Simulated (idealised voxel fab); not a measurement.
Module name: voxel transistor to metal (process module)
Square cells of 5 nm make up the cross-section cut, whose width is 175 nm.
Cross-section, as written here: a square-cell grid given band by band from the top down, where a band holds one or more rows of cells.
Read a band's entry like this: the first values are the height of its top and the height of its bottom in nm, and what follows is the sequence of materials from left to right, each with its width in nm. Note that "blank" is empty space, and that a single material marked "throughout" reaches across the band from edge to edge.
Beneath 0, the wafer as received is one material, and that level is where height counting begins. The lowest band goes on downward without a bottom; it is written like "0 -> down".
Graded width ("30..40"): value in top row of band = first number; value in bottom row = second number; row-to-row change constant.
Reading "no modification" for a step: not a cell of the cross-section changed in it.
Enclosed voids (no open way to top), threshold 8 cells or more, entry "Completely sealed voids", notation width x height at distance, distance from left edge, nm.
Post-settings text on a step line: simulator's own remark regarding the step.
On any step carrying a mask, the "overlay nm" setting, if present on the step's line, tells how far right of its planned place the mask lay; negative values point to the left.

## The planned process steps are enumerated hereunder
1: RECEIVE, material Si
2: CONFORMAL_DEP, material SiO2, thk nm 5
3: CONFORMAL_DEP, material SiN, thk nm 10
4: DIRECTIONAL_DEP, material aC, thk nm 10
5: PATTERN, tone cover, mask id ACTIVE, material resist, width nm 110, thk nm 30, overlay nm 0
6: DIRECTIONAL_ETCH, etch materials aC, depth nm 10
7: STRIP, etch materials resist
8: DIRECTIONAL_ETCH, etch materials SiN, depth nm 10
9: DIRECTIONAL_ETCH, etch materials SiO2, depth nm 5
10: DIRECTIONAL_ETCH, etch materials Si, depth nm 35
11: STRIP, etch materials aC
12: OXIDIZE, depth nm 5
13: FILL_DEP, material SiO2, thk nm 5
14: CMP, height nm 15
15: SELECTIVE_ETCH, etch materials SiO2, depth nm 5
16: STRIP, etch materials SiN
17: SELECTIVE_ETCH, etch materials SiO2, depth nm 5
18: OXIDIZE, depth nm 5
19: DIRECTIONAL_DEP, material polySi, thk nm 30
20: DIRECTIONAL_DEP, material SiCN, thk nm 15
21: DIRECTIONAL_DEP, material aC, thk nm 10
22: PATTERN, tone cover, mask id GATE, material resist, width nm 20, thk nm 25, overlay nm 0
23: DIRECTIONAL_ETCH, etch materials aC, depth nm 10
24: STRIP, etch materials resist
25: DIRECTIONAL_ETCH, etch materials SiCN, depth nm 25
26: DIRECTIONAL_ETCH, etch materials polySi, depth nm 40
27: STRIP, etch materials aC
28: CONFORMAL_DEP, material SiO2, thk nm 5
29: DIRECTIONAL_ETCH, etch materials SiO2, depth nm 5
30: CONFORMAL_DEP, material SiN, thk nm 10
31: DIRECTIONAL_ETCH, etch materials SiN, depth nm 10
32: DIRECTIONAL_ETCH, etch materials SiO2, depth nm 5
33: DIRECTIONAL_ETCH, etch materials Si, depth nm 15
34: EPI, material SiGe, thk nm 15
35: FILL_DEP, material SiO2, thk nm 10
36: CMP, height nm 45
37: DIRECTIONAL_DEP, material SiO2, thk nm 10
38: DIRECTIONAL_DEP, material aC, thk nm 15
39: PATTERN, tone open, mask id CONTACT, material resist, width nm 30, pitch nm 60, thk nm 35, overlay nm 0
40: DIRECTIONAL_ETCH, etch materials aC, depth nm 15
41: STRIP, etch materials resist
42: DIRECTIONAL_ETCH, etch materials SiO2, depth nm 45
43: STRIP, etch materials aC
44: CONFORMAL_DEP, material TiN, thk nm 5
45: FILL_DEP, material W, thk nm 5
46: CMP, height nm 55
47: DIRECTIONAL_DEP, material TiN, thk nm 5
48: DIRECTIONAL_DEP, material W, thk nm 25
49: PATTERN, tone cover, mask id METAL_1, material resist, width nm 20, pitch nm 70, thk nm 15, overlay nm 0
50: DIRECTIONAL_ETCH, etch materials W, depth nm 25
51: DIRECTIONAL_ETCH, etch materials TiN, depth nm 5
52: STRIP, etch materials resist
53: CONFORMAL_DEP, material SiN, thk nm 5
54: FILL_DEP, material lowk, thk nm 5
55: CMP, height nm 85
56: CONFORMAL_DEP, material SiCN, thk nm 5
57: DIRECTIONAL_DEP, material lowk, thk nm 35
58: MASKED_ETCH, tone open, mask id METAL_2, width nm 20, pitch nm 70, etch materials lowk, depth nm 20, overlay nm 0
59: DIRECTIONAL_DEP, material aC, thk nm 15
60: PATTERN, tone open, mask id METAL_2_HOLES, material resist, width nm 15, pitch nm 70, thk nm 35, overlay nm 0
61: DIRECTIONAL_ETCH, etch materials aC, depth nm 15
62: STRIP, etch materials resist
63: DIRECTIONAL_ETCH, etch materials lowk, depth nm 15
64: DIRECTIONAL_ETCH, etch materials SiCN, depth nm 5
65: STRIP, etch materials aC
66: CONFORMAL_DEP, material TiN, thk nm 5
67: FILL_DEP, material Ru, thk nm 5
68: CMP, height nm 125
69: CONFORMAL_DEP, material SiN, thk nm 5

## As-received state of the wafer in cross-section, equivalent to post-step 1
	0 -> down  Si throughout
	Completely sealed voids: none

## Cross-sectional image of the first of two wafers at the end of the module, the run having proceeded as planned
	130 -> 125  SiN throughout
	125 -> 110  lowk=40; TiN=5; Ru=10; TiN=5; lowk=50; TiN=5; Ru=10; TiN=5; lowk=45
	110 -> 105  lowk=40; TiN=5; Ru=5; TiN=10; lowk=50; TiN=5; Ru=5; TiN=10; lowk=45
	105 -> 90  lowk=40; TiN=5; Ru=5; TiN=5; lowk=55; TiN=5; Ru=5; TiN=5; lowk=50
	90 -> 85  SiCN=40; TiN=15; SiCN=55; TiN=15; SiCN=50
	85 -> 60  lowk=35; SiN=5; W=20; SiN=5; lowk=40; SiN=5; W=20; SiN=5; lowk=40
	60 -> 55  SiN=40; TiN=20; SiN=50; TiN=20; SiN=45
	55 -> 45  SiO2=40; TiN=5; W=20..10; TiN=5..15; SiO2=30; TiN=5..15; W=20..10; TiN=5; SiO2=45
	45 -> 30  SiO2=40; TiN=5; W=10; TiN=5; SiN=10; SiO2=5; SiCN=20; SiO2=5; SiN=10; TiN=5; W=10; TiN=5; SiO2=45
	30 -> 15  SiO2=40; TiN=5; W=10; TiN=5; SiN=10; SiO2=5; polySi=20; SiO2=5; SiN=10; TiN=5; W=10; TiN=5; SiO2=45
	15 -> 10  SiO2=40; TiN=20; SiN=10; SiO2=5; polySi=20; SiO2=5; SiN=10; TiN=20; SiO2=45
	10 -> 5  SiO2=35; SiGe=25; SiN=10; SiO2=5; polySi=20; SiO2=5; SiN=10; SiGe=25; SiO2=40
	5 -> 0  SiO2=30; SiN=10; SiGe=20; SiN=10; SiO2=5; polySi=20; SiO2=5; SiN=10; SiGe=20; SiN=10; SiO2=35
	0 -> -5  SiO2=40; SiGe=20; SiO2=50; SiGe=20; SiO2=45
	-5 -> -20  SiO2=35; Si=5; SiGe=20; Si=50; SiGe=20; Si=5; SiO2=40
	-20 -> -40  SiO2=35; Si=100; SiO2=40
	-40 -> down  Si throughout
	Completely sealed voids: none

## This is the second of the two wafers, cross-sectioned at the end of the module; it started exactly like the first and was given the same plan, but it was run with one mistake
	130 -> 125  SiN throughout
	125 -> 110  lowk=40; TiN=5; Ru=10; TiN=5; lowk=50; TiN=5; Ru=10; TiN=5; lowk=45
	110 -> 105  lowk=40; TiN=5; Ru=5; TiN=10; lowk=50; TiN=5; Ru=5; TiN=10; lowk=45
	105 -> 90  lowk=40; TiN=5; Ru=5; TiN=5; lowk=55; TiN=5; Ru=5; TiN=5; lowk=50
	90 -> 85  SiCN=40; TiN=15; SiCN=55; TiN=15; SiCN=50
	85 -> 60  lowk=35; SiN=5; W=20; SiN=5; lowk=40; SiN=5; W=20; SiN=5; lowk=40
	60 -> 55  SiN=40; TiN=20; SiN=50; TiN=20; SiN=45
	55 -> 45  SiO2=40; TiN=5; W=20..10; TiN=5..15; SiO2=30; TiN=5..15; W=20..10; TiN=5; SiO2=45
	45 -> 30  SiO2=40; TiN=5; W=10; TiN=5; SiN=10; SiO2=5; SiCN=20; SiO2=5; SiN=10; TiN=5; W=10; TiN=5; SiO2=45
	30 -> 15  SiO2=40; TiN=5; W=10; TiN=5; SiN=10; SiO2=5; polySi=20; SiO2=5; SiN=10; TiN=5; W=10; TiN=5; SiO2=45
	15 -> 10  SiO2=40; TiN=20; SiN=10; SiO2=5; polySi=20; SiO2=5; SiN=10; TiN=20; SiO2=45
	10 -> 5  SiO2=45; SiGe=15; SiN=10; SiO2=5; polySi=20; SiO2=5; SiN=10; SiGe=15; SiO2=50
	5 -> 0  SiO2=25; SiN=10; SiGe=25; SiN=10; SiO2=5; polySi=20; SiO2=5; SiN=10; SiGe=25; SiN=10; SiO2=30
	0 -> -5  SiO2=25; SiN=5; SiO2=5; SiGe=25; SiO2=50; SiGe=25; SiO2=5; SiN=5; SiO2=30
	-5 -> -10  SiO2=40; SiGe=20; Si=50; SiGe=20; SiO2=45
	-10 -> -20  SiO2=35; Si=5; SiGe=20; Si=50; SiGe=20; Si=5; SiO2=40
	-20 -> -40  SiO2=35; Si=100; SiO2=40
	-40 -> down  Si throughout
	Completely sealed voids: none
Nonconformance to the process plan: steps 15 and 16 of the plan were each performed in the slot designated for the other
End of process, cell counts, second wafer against first, materials with more or fewer: Si: 2 fewer; SiN: 2 more
